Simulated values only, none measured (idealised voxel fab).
process module | voxel fin reveal
cross-section cut | 200 nm wide | cells 5 nm
A cross-section is a grid of square cells, given in bands from the top down. A band is one or more rows of cells.
Each band's line starts with the height of the band's top and of its bottom, in nm. Then come its materials from left to right, each with its width in nm. One material with "throughout" fills the band from edge to edge. "air" is empty space.
Height 0 is the level under which the wafer as received is all one material. The lowest band goes on downwards, as in "0 down".
A width such as "30 to 40" changes by the same amount from each row of cells to the next, from the band's top row to its bottom row.
"no change" after a step means that no cell of the cross-section changed.
closed voids: empty space of 8 cells or more with no open way to the top, each as width x height at its distance from the left edge, in nm
after a step's settings: what the simulator itself notes on the step
overlay nm, on a step with a mask: how far to the right of its planned place the mask lay; to the left if negative
plan
1 op RECEIVE | material Si
2 op CONFORMAL_DEP | material SiN | thk nm 5
3 op DIRECTIONAL_DEP | material aC | thk nm 15
4 op PATTERN | tone cover | mask id FINS | material resist | width nm 15 | pitch nm 35 | thk nm 35 | overlay nm 0
5 op DIRECTIONAL_ETCH | etch materials aC | depth nm 15
6 op STRIP | etch materials resist
7 op DIRECTIONAL_ETCH | etch materials SiN | depth nm 5
8 op DIRECTIONAL_ETCH | etch materials Si | depth nm 35
9 op STRIP | etch materials aC
10 op OXIDIZE | depth nm 5
11 op FILL_DEP | material SiO2 | thk nm 10
12 op CMP | height nm 5
13 op SELECTIVE_ETCH | etch materials SiO2 | depth nm 30
14 op STRIP | etch materials SiN
as received, after step 1
  0 down: Si throughout
  closed voids: none
a wafer at the end: this start, this plan, one mistake
  0 to -40: air 80 | Si 5 | air 30 | Si 5 | air 80
  -40 down: Si throughout
  closed voids: none
what went wrong: step 13 was run twice
